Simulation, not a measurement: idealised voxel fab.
Herein follows the process module entitled voxel wiring stack.
Cross-section cut: width 180 nm, square cells of 5 nm.
Bands, listed from the top down, are how a cross-section gets written in this document; the cross-section itself is a grid of square cells, and a band is one or more rows of them.
Each band's line starts with the height of the band's top and of its bottom, in nm. Then come its materials from left to right, each with its width in nm. One material with "edge to edge" fills the band from edge to edge. "empty" is empty space.
Beneath 0, the wafer as received is one material, and that level is where height counting begins. The lowest band goes on downward without a bottom; it is written like "0 -> down".
A width given as "30->40" starts at the first number in the band's top row and ends at the second number in its bottom row, shifting by an equal amount at every step from row to row.
The cross-section has no changed cell in any step marked "no change".
Empty spaces without an open route to the top, at least 8 cells in extent, make up the entry "Voids, sealed"; each is given as width x height at distance, where the distance is measured from the left edge, and all are in nm.
On a step's line, text after the settings is the simulator commenting on that step.
Steps that use a mask can have "overlay nm" on their line. It says how far the mask sat to the right of where it was meant to be. Negative means to the left.
Process steps (planned)
1,RECEIVE (material Si)
2,CONFORMAL_DEP (material SiO2; thk nm 15)
3,DIRECTIONAL_DEP (material TiN; thk nm 5)
4,DIRECTIONAL_DEP (material W; thk nm 20)
5,PATTERN (tone cover; mask id METAL_1; material resist; width nm 20; pitch nm 45; thk nm 15; overlay nm 0)
6,DIRECTIONAL_ETCH (etch materials W; depth nm 20)
7,DIRECTIONAL_ETCH (etch materials TiN; depth nm 5)
8,STRIP (etch materials resist)
9,CONFORMAL_DEP (material SiCN; thk nm 5)
10,FILL_DEP (material SiO2; thk nm 5)
11,CMP (height nm 40)
12,CONFORMAL_DEP (material SiCN; thk nm 5)
13,DIRECTIONAL_DEP (material lowk; thk nm 25)
14,MASKED_ETCH (tone open; mask id METAL_2; width nm 20; pitch nm 45; etch materials lowk; depth nm 15; overlay nm 0)
15,PATTERN (tone open; mask id METAL_2_HOLES; material resist; width nm 15; thk nm 20; overlay nm 0)
16,DIRECTIONAL_ETCH (etch materials lowk; depth nm 10)
17,DIRECTIONAL_ETCH (etch materials SiCN; depth nm 5)
18,STRIP (etch materials resist)
19,CONFORMAL_DEP (material TiN; thk nm 5)
20,FILL_DEP (material Cu; thk nm 5)
21,CMP (height nm 70)
22,CONFORMAL_DEP (material SiN; thk nm 5)
This is the cross-section of the wafer as we received it, i.e. after step 1
  0 -> down = Si edge to edge
  Voids, sealed: none
Below is the wafer in cross-section after the module was completed. It began from the starting point shown above and followed the plan shown above, except that one mistake was made while running it
  75 -> 70 = SiN edge to edge
  70 -> 60 = 50 lowk; 5->10 TiN; 15->10 Cu; 5 TiN; 25 lowk; 5 TiN; 10 Cu; 5 TiN; 60 lowk
  60 -> 55 = 55 lowk; 5 TiN; 10 Cu; 5 TiN; 25 lowk; 20 TiN; 60 lowk
  55 -> 45 = 55 lowk; 5 TiN; 10 Cu; 5 TiN; 105 lowk
  45 -> 40 = 55 SiCN; 20 TiN; 105 SiCN
  40 -> 20 = 50 SiO2; 5 SiCN; 20 W; 5 SiCN; 15 SiO2; 5 SiCN; 20 W; 5 SiCN; 55 SiO2
  20 -> 15 = 55 SiCN; 20 TiN; 25 SiCN; 20 TiN; 60 SiCN
  15 -> 0 = SiO2 edge to edge
  0 -> down = Si edge to edge
  Voids, sealed: none
Diagnosis: so step 15 ended up running with a different setting than we planned, it ran as PATTERN (tone open; mask id METAL_2_HOLES; material resist; width nm 25; thk nm 20; overlay nm 0)
